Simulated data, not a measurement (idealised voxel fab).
voxel gate over fins: a process module
275 nm wide, 5 nm square cells: that's cross-section cut.
Notation: cross-section as square-cell grid; stated in bands, top first, going down; one or more cell rows per band.
Band: top height; bottom height; in nm. Then, left to right: material with width in nm, for each material. "full width": a single material spanning edge to edge. "blank": empty space.
Height 0 is the level under which the wafer as received is all one material. The lowest band goes on downwards, as in "z 0 and below".
Graded width ("30 to 40"): value in top row of band = first number; value in bottom row = second number; row-to-row change constant.
"identical to before", as given for a step, is the statement that not any cell of the cross-section underwent a change during that step.
Under "Enclosed empty spaces" you'll find the enclosed gaps, the ones with no way out to the top, that are 8 cells or bigger; each reads width x height at distance, with distance counted from the left edge, everything in nm.
Anything after a step's settings on that line? It's the simulator's own note about the step.
"overlay nm" answers the question of how far to the right of plan the mask lay on a step that has a mask, and when it is negative the answer is to the left.

# Set out below are the planned steps of the process
1,RECEIVE with material Si
2,CONFORMAL_DEP with material SiN, thk nm 5
3,PATTERN with tone cover, mask id FINS, material resist, width nm 15, pitch nm 55, thk nm 15, overlay nm 0
4,DIRECTIONAL_ETCH with etch materials SiN, depth nm 5
5,DIRECTIONAL_ETCH with etch materials Si, depth nm 30
6,STRIP with etch materials resist
7,FILL_DEP with material SiO2, thk nm 10
8,CMP with height nm 5
9,MASKED_ETCH with tone open, mask id RAIL, width nm 15, etch materials SiO2, depth nm 30, overlay nm 0
10,CONFORMAL_DEP with material TiN, thk nm 5
11,FILL_DEP with material W, thk nm 5
12,CMP with height nm 5
13,SELECTIVE_ETCH with etch materials W Ru TiN, depth nm 20
14,FILL_DEP with material SiO2, thk nm 5
15,CMP with height nm 5
16,SELECTIVE_ETCH with etch materials SiO2, depth nm 15
17,STRIP with etch materials SiN
18,CONFORMAL_DEP with material HfO2, thk nm 5
19,CONFORMAL_DEP with material TiN, thk nm 5
20,CONFORMAL_DEP with material TiAl, thk nm 5
21,CONFORMAL_DEP with material TiN, thk nm 5
22,FILL_DEP with material W, thk nm 15
23,CMP with height nm 20
24,CONFORMAL_DEP with material SiN, thk nm 10
Every wafer here starts from the same state; it is the step 23 height nm that distinguishes them, and the value the plan gives belongs to the first wafer.

# The first of several wafers in cross-section, exactly as it reached us after step 1
z 0 and below: Si full width
Enclosed empty spaces: none

# The cross-section of the first of several wafers is given below for the end of the module, after its final step, step 24
z 30 to 20: SiN full width
z 20 to 15: W: 80 / TiN: 110 / W: 85
z 15 to 10: W: 80 / TiN: 5 / TiAl: 45 / TiN: 10 / TiAl: 45 / TiN: 5 / W: 85
z 10 to 5: TiN: 85 / TiAl: 5 / TiN: 35 / TiAl: 5 / TiN: 10 / TiAl: 5 / TiN: 35 / TiAl: 5 / TiN: 90
z 5 to 0: TiAl: 90 / TiN: 5 / HfO2: 25 / TiN: 5 / TiAl: 20 / TiN: 5 / HfO2: 25 / TiN: 5 / TiAl: 95
z 0 to -5: TiN: 95 / HfO2: 5 / Si: 15 / HfO2: 5 / TiN: 30 / HfO2: 5 / Si: 15 / HfO2: 5 / TiN: 100
z -5 to -10: HfO2: 100 / Si: 15 / HfO2: 40 / Si: 15 / HfO2: 105
z -10 to -15: SiO2: 100 / Si: 15 / SiO2: 40 / Si: 15 / SiO2: 105
z -15 to -20: SiO2: 100 / Si: 15 / SiO2: 10 / TiN: 5 / W: 5 / TiN: 5 / SiO2: 15 / Si: 15 / SiO2: 105
z -20 to -25: SiO2: 100 / Si: 15 / SiO2: 10 / TiN: 15 / SiO2: 15 / Si: 15 / SiO2: 105
z -25 to -30: SiO2: 100 / Si: 15 / SiO2: 40 / Si: 15 / SiO2: 105
z -30 and below: Si full width
Enclosed empty spaces: none

# Here we cross-sectioned the last of the wafers once the module was done
z 45 to 35: SiN full width
z 35 to 20: W full width
z 20 to 15: W: 80 / TiN: 110 / W: 85
z 15 to 10: W: 80 / TiN: 5 / TiAl: 45 / TiN: 10 / TiAl: 45 / TiN: 5 / W: 85
z 10 to 5: TiN: 85 / TiAl: 5 / TiN: 35 / TiAl: 5 / TiN: 10 / TiAl: 5 / TiN: 35 / TiAl: 5 / TiN: 90
z 5 to 0: TiAl: 90 / TiN: 5 / HfO2: 25 / TiN: 5 / TiAl: 20 / TiN: 5 / HfO2: 25 / TiN: 5 / TiAl: 95
z 0 to -5: TiN: 95 / HfO2: 5 / Si: 15 / HfO2: 5 / TiN: 30 / HfO2: 5 / Si: 15 / HfO2: 5 / TiN: 100
z -5 to -10: HfO2: 100 / Si: 15 / HfO2: 40 / Si: 15 / HfO2: 105
z -10 to -15: SiO2: 100 / Si: 15 / SiO2: 40 / Si: 15 / SiO2: 105
z -15 to -20: SiO2: 100 / Si: 15 / SiO2: 10 / TiN: 5 / W: 5 / TiN: 5 / SiO2: 15 / Si: 15 / SiO2: 105
z -20 to -25: SiO2: 100 / Si: 15 / SiO2: 10 / TiN: 15 / SiO2: 15 / Si: 15 / SiO2: 105
z -25 to -30: SiO2: 100 / Si: 15 / SiO2: 40 / Si: 15 / SiO2: 105
z -30 and below: Si full width
Enclosed empty spaces: none

# each wafer at the end: cells of each material gained (+) or lost (-) since it was received, then its closed voids
height nm 20, +63 HfO2, -294 Si, +110 SiN, +190 SiO2, +63 TiAl, +131 TiN, +67 W, Enclosed empty spaces: none
height nm 25, +63 HfO2, -294 Si, +110 SiN, +190 SiO2, +63 TiAl, +131 TiN, +122 W, Enclosed empty spaces: none
height nm 30, +63 HfO2, -294 Si, +110 SiN, +190 SiO2, +63 TiAl, +131 TiN, +177 W, Enclosed empty spaces: none
height nm 35, +63 HfO2, -294 Si, +110 SiN, +190 SiO2, +63 TiAl, +131 TiN, +232 W, Enclosed empty spaces: none
